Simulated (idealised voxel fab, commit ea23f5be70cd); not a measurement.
Process module heading - voxel double patterning
The cross-section shown here is cut; it is 290 nm wide and divided into square cells measuring 5 nm on a side.
If you're reading a cross-section in this doc, picture square cells in a grid; it comes to you as bands, top ones listed first down to the bottom, and a band can be one or more rows of cells.
Top, bottom (nm), then materials left to right with widths (nm); lone material tagged "everywhere" fills the whole band edge to edge; "air" = empty space.
Heights are measured from 0, the level below which the as-received wafer is all one material; the lowest band has no bottom and continues downward, written as in "0 nm and below".
Read "30 to 40" as a graded width: first number on top, second number at the bottom, same change between each pair of neighbouring rows.
"left unchanged" for a step: no cell of the cross-section changed in that step.
If an empty space has no open way to the top and is at least 8 cells in size, "Enclosed void inventory" lists it, written width x height at distance, where distance is measured from the left edge and every value is in nm.
Post-settings text on a step line: simulator's own remark regarding the step.
You can add "overlay nm" to a step's line. For a step with a mask, it describes how far the mask lay to the right of its planned position, and a negative number describes a lay to the left.

# Set out below are the planned steps of the process
- 1: RECEIVE (material Si)
- 2: CONFORMAL_DEP (material SiN; thk nm 5)
- 3: DIRECTIONAL_DEP (material SiO2; thk nm 15)
- 4: DIRECTIONAL_DEP (material SiCN; thk nm 5)
- 5: DIRECTIONAL_DEP (material aC; thk nm 10)
- 6: PATTERN (tone open; mask id FIRST; material resist; width nm 15; pitch nm 50; thk nm 30; overlay nm 0)
- 7: DIRECTIONAL_ETCH (etch materials aC; depth nm 10)
- 8: STRIP (etch materials resist)
- 9: DIRECTIONAL_ETCH (etch materials SiCN; depth nm 5)
- 10: STRIP (etch materials aC)
- 11: PATTERN (tone open; mask id SECOND; material resist; width nm 15; thk nm 20; overlay nm 0)
- 12: DIRECTIONAL_ETCH (etch materials SiCN; depth nm 5)
- 13: STRIP (etch materials resist)
- 14: DIRECTIONAL_ETCH (etch materials SiO2; depth nm 15)
- 15: STRIP (etch materials SiCN)

# The following pertains to the first of two wafers, which was processed as planned

# Incoming wafer, cross-sectional view, post step 1
- 0 nm and below: Si everywhere
- Enclosed void inventory: none

# Cross-section of the wafer subsequent to step 2
- 5 nm to 0 nm: SiN everywhere
- Under the height 0 nothing was changed.

# Cross-section of the wafer subsequent to step 3
- 20 nm to 5 nm: SiO2 everywhere
- Under the height 5 nothing was changed.

# Cross-section of the wafer subsequent to step 4
- 25 nm to 20 nm: SiCN everywhere
- Under the height 20 nothing was changed.

# Cross-section of the wafer subsequent to step 5
- 35 nm to 25 nm: aC everywhere
- Under the height 25 nothing was changed.

# Cross-section of the wafer subsequent to step 6
- 65 nm to 35 nm: resist (110) / air (15) / resist (35) / air (15) / resist (115)
- Under the height 35 nothing was changed.

# Cross-section of the wafer subsequent to step 7
- 55 nm to 35 nm: resist (110) / air (15) / resist (35) / air (15) / resist (115)
- 35 nm to 25 nm: aC (110) / air (15) / aC (35) / air (15) / aC (115)
- Under the height 25 nothing was changed.

# Cross-section of the wafer subsequent to step 8
- 35 nm to 25 nm: aC (110) / air (15) / aC (35) / air (15) / aC (115)
- Under the height 25 nothing was changed.

# Cross-section of the wafer subsequent to step 9
- 35 nm to 25 nm: aC (110) / air (15) / aC (35) / air (15) / aC (115)
- 25 nm to 20 nm: SiCN (110) / air (15) / SiCN (35) / air (15) / SiCN (115)
- Under the height 20 nothing was changed.

# Cross-section of the wafer subsequent to step 10
- 25 nm to 20 nm: SiCN (110) / air (15) / SiCN (35) / air (15) / SiCN (115)
- Under the height 20 nothing was changed.

# Cross-section of the wafer subsequent to step 11
- 45 nm to 25 nm: resist (135) / air (15) / resist (140)
- 25 nm to 20 nm: SiCN (110) / resist (15) / SiCN (35) / resist (15) / SiCN (115)
- Under the height 20 nothing was changed.

# Cross-section of the wafer subsequent to step 12
- 45 nm to 25 nm: resist (135) / air (15) / resist (140)
- 25 nm to 20 nm: SiCN (110) / resist (15) / SiCN (10) / air (15) / SiCN (10) / resist (15) / SiCN (115)
- Under the height 20 nothing was changed.

# Cross-section of the wafer subsequent to step 13
- 25 nm to 20 nm: SiCN (110) / air (15) / SiCN (10) / air (15) / SiCN (10) / air (15) / SiCN (115)
- Under the height 20 nothing was changed.

# Cross-section of the wafer subsequent to step 14
- 25 nm to 20 nm: SiCN (110) / air (15) / SiCN (10) / air (15) / SiCN (10) / air (15) / SiCN (115)
- 20 nm to 5 nm: SiO2 (110) / air (15) / SiO2 (10) / air (15) / SiO2 (10) / air (15) / SiO2 (115)
- Under the height 5 nothing was changed.

# Cross-section of the wafer subsequent to step 15
- 20 nm to 5 nm: SiO2 (110) / air (15) / SiO2 (10) / air (15) / SiO2 (10) / air (15) / SiO2 (115)
- Under the height 5 nothing was changed.

# What follows concerns the second wafer, which started out like the first and was meant to follow the very same plan; one mistake crept in when it was run, but everything up to and including step 1 is the same as for the first wafer

Cross-section of the second wafer at the time step 2 of the plan should have ended: left unchanged

# Cross-section of the second wafer at the time step 3 of the plan should have ended
- 15 nm to 0 nm: SiO2 everywhere
- Under the height 0 nothing was changed.

# Cross-section of the second wafer at the time step 4 of the plan should have ended
- 20 nm to 15 nm: SiCN everywhere
- Under the height 15 nothing was changed.

# Cross-section of the second wafer at the time step 5 of the plan should have ended
- 30 nm to 20 nm: aC everywhere
- Under the height 20 nothing was changed.

# Cross-section of the second wafer at the time step 6 of the plan should have ended
- 60 nm to 30 nm: resist (110) / air (15) / resist (35) / air (15) / resist (115)
- Under the height 30 nothing was changed.

# Cross-section of the second wafer at the time step 7 of the plan should have ended
- 50 nm to 30 nm: resist (110) / air (15) / resist (35) / air (15) / resist (115)
- 30 nm to 20 nm: aC (110) / air (15) / aC (35) / air (15) / aC (115)
- Under the height 20 nothing was changed.

# Cross-section of the second wafer at the time step 8 of the plan should have ended
- 30 nm to 20 nm: aC (110) / air (15) / aC (35) / air (15) / aC (115)
- Under the height 20 nothing was changed.

# Cross-section of the second wafer at the time step 9 of the plan should have ended
- 30 nm to 20 nm: aC (110) / air (15) / aC (35) / air (15) / aC (115)
- 20 nm to 15 nm: SiCN (110) / air (15) / SiCN (35) / air (15) / SiCN (115)
- Under the height 15 nothing was changed.

# Cross-section of the second wafer at the time step 10 of the plan should have ended
- 20 nm to 15 nm: SiCN (110) / air (15) / SiCN (35) / air (15) / SiCN (115)
- Under the height 15 nothing was changed.

# Cross-section of the second wafer at the time step 11 of the plan should have ended
- 40 nm to 20 nm: resist (135) / air (15) / resist (140)
- 20 nm to 15 nm: SiCN (110) / resist (15) / SiCN (35) / resist (15) / SiCN (115)
- Under the height 15 nothing was changed.

# Cross-section of the second wafer at the time step 12 of the plan should have ended
- 40 nm to 20 nm: resist (135) / air (15) / resist (140)
- 20 nm to 15 nm: SiCN (110) / resist (15) / SiCN (10) / air (15) / SiCN (10) / resist (15) / SiCN (115)
- Under the height 15 nothing was changed.

# Cross-section of the second wafer at the time step 13 of the plan should have ended
- 20 nm to 15 nm: SiCN (110) / air (15) / SiCN (10) / air (15) / SiCN (10) / air (15) / SiCN (115)
- Under the height 15 nothing was changed.

# Cross-section of the second wafer at the time step 14 of the plan should have ended
- 20 nm to 15 nm: SiCN (110) / air (15) / SiCN (10) / air (15) / SiCN (10) / air (15) / SiCN (115)
- 15 nm to 0 nm: SiO2 (110) / air (15) / SiO2 (10) / air (15) / SiO2 (10) / air (15) / SiO2 (115)
- Under the height 0 nothing was changed.

# Cross-section of the second wafer at the time step 15 of the plan should have ended
- 15 nm to 0 nm: SiO2 (110) / air (15) / SiO2 (10) / air (15) / SiO2 (10) / air (15) / SiO2 (115)
- Under the height 0 nothing was changed.
It is concluded that the wafer was processed incorrectly with respect to the plan, in that skipped: plan step 2 (never run)
Final cells, second wafer relative to first, materials higher or lower: SiN -58
